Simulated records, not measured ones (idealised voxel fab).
Title: Process Module voxel wiring stack
165 nm wide, 5 nm square cells: that's cross-section cut.
Just so we're on the same page, the cross-sections are grids of square cells, and they're listed out in bands top to bottom, each band one or more rows deep.
Basically the band line says how high the top is and how high the bottom is, in nm, and then what's in it from left to right, every material with its width in nm. Empty space shows up as "air", and if a single material carries "throughout" it runs the full band edge to edge.
Heights are expressed relative to 0, this being the level below which the as-received wafer comprises one material exclusively. The lowest band is unbounded in the downward direction and is denoted as in "0 nm and below".
When a width is written as two numbers, as in "30..40", the first number is the width in the top row of cells of the band and the second is the width in its bottom row, and the width changes by the same amount from each row to the next.
When a step is marked "remained unchanged", none of the cells in the cross-section changed during that step.
So "Closed void register" is basically the list of trapped voids: any empty space of 8 cells or more that can't reach the top through an opening. They're written width x height at distance, the distance being from the left edge, and it's all nm.
That trailing text on a step's line, after the settings, is the simulator's own remark on the step.
Steps that use a mask can have "overlay nm" on their line. It says how far the mask sat to the right of where it was meant to be. Negative means to the left.
### Steps in the process plan
1 RECEIVE | material Si
2 CONFORMAL_DEP | material SiO2 | thk nm 10
3 DIRECTIONAL_DEP | material TiN | thk nm 5
4 DIRECTIONAL_DEP | material W | thk nm 25
5 DIRECTIONAL_DEP | material aC | thk nm 10
6 PATTERN | tone cover | mask id METAL_1 | material resist | width nm 20 | pitch nm 35 | thk nm 25 | overlay nm 0
7 DIRECTIONAL_ETCH | etch materials aC | depth nm 10
8 STRIP | etch materials resist
9 DIRECTIONAL_ETCH | etch materials W | depth nm 25
10 DIRECTIONAL_ETCH | etch materials TiN | depth nm 5
11 STRIP | etch materials aC
12 CONFORMAL_DEP | material SiN | thk nm 5
13 FILL_DEP | material lowk | thk nm 10
14 CMP | height nm 30
15 CONFORMAL_DEP | material SiCN | thk nm 5
16 DIRECTIONAL_DEP | material SiO2 | thk nm 15
17 PATTERN | tone open | mask id PLUG_1 | material resist | width nm 15 | pitch nm 70 | thk nm 15 | overlay nm 0
18 DIRECTIONAL_ETCH | etch materials SiO2 | depth nm 15
19 DIRECTIONAL_ETCH | etch materials SiCN | depth nm 5
20 STRIP | etch materials resist
21 CONFORMAL_DEP | material TiN | thk nm 5
22 FILL_DEP | material Cu | thk nm 5
23 CMP | height nm 60
24 DIRECTIONAL_DEP | material TiN | thk nm 5
25 DIRECTIONAL_DEP | material Ru | thk nm 25
26 PATTERN | tone cover | mask id METAL_2 | material resist | width nm 20 | pitch nm 35 | thk nm 20 | overlay nm 0
27 DIRECTIONAL_ETCH | etch materials Ru | depth nm 25
28 DIRECTIONAL_ETCH | etch materials TiN | depth nm 5
29 STRIP | etch materials resist
30 FILL_DEP | material SiO2 | thk nm 5
31 CMP | height nm 90
32 CONFORMAL_DEP | material SiN | thk nm 5
Quick note for whoever runs this: the wafers start identical, but the height nm at step 14 isn't the same across them. The plan just shows what the first wafer had.
### Cross-section of the first of several received wafers, showing its state after step 1
  0 nm and below = Si throughout
  Closed void register: none
### Every row in this table is a wafer at the end of the module, and it gives, for each of the materials, the cells that wafer has gained (+) or lost (-) since it was received, then its closed voids
height nm 30; +41 Cu; +80 Ru; +27 SiCN; +74 SiN; +249 SiO2; +81 TiN; +48 W; +27 lowk; Closed void register: none
height nm 35; +8 Cu; +80 Ru; +27 SiCN; +82 SiN; +249 SiO2; +81 TiN; +64 W; +36 lowk; Closed void register: none
height nm 40; +6 Cu; +80 Ru; +27 SiCN; +90 SiN; +249 SiO2; +50 TiN; +80 W; +45 lowk; Closed void register: none
height nm 45; +4 Cu; +80 Ru; +27 SiCN; +114 SiN; +222 SiO2; +46 TiN; +80 W; +54 lowk; Closed void register: none
height nm 50; +2 Cu; +80 Ru; +27 SiCN; +114 SiN; +195 SiO2; +42 TiN; +80 W; +87 lowk; Closed void register: none
height nm 55; +80 Ru; +27 SiCN; +114 SiN; +168 SiO2; +38 TiN; +80 W; +120 lowk; Closed void register: none
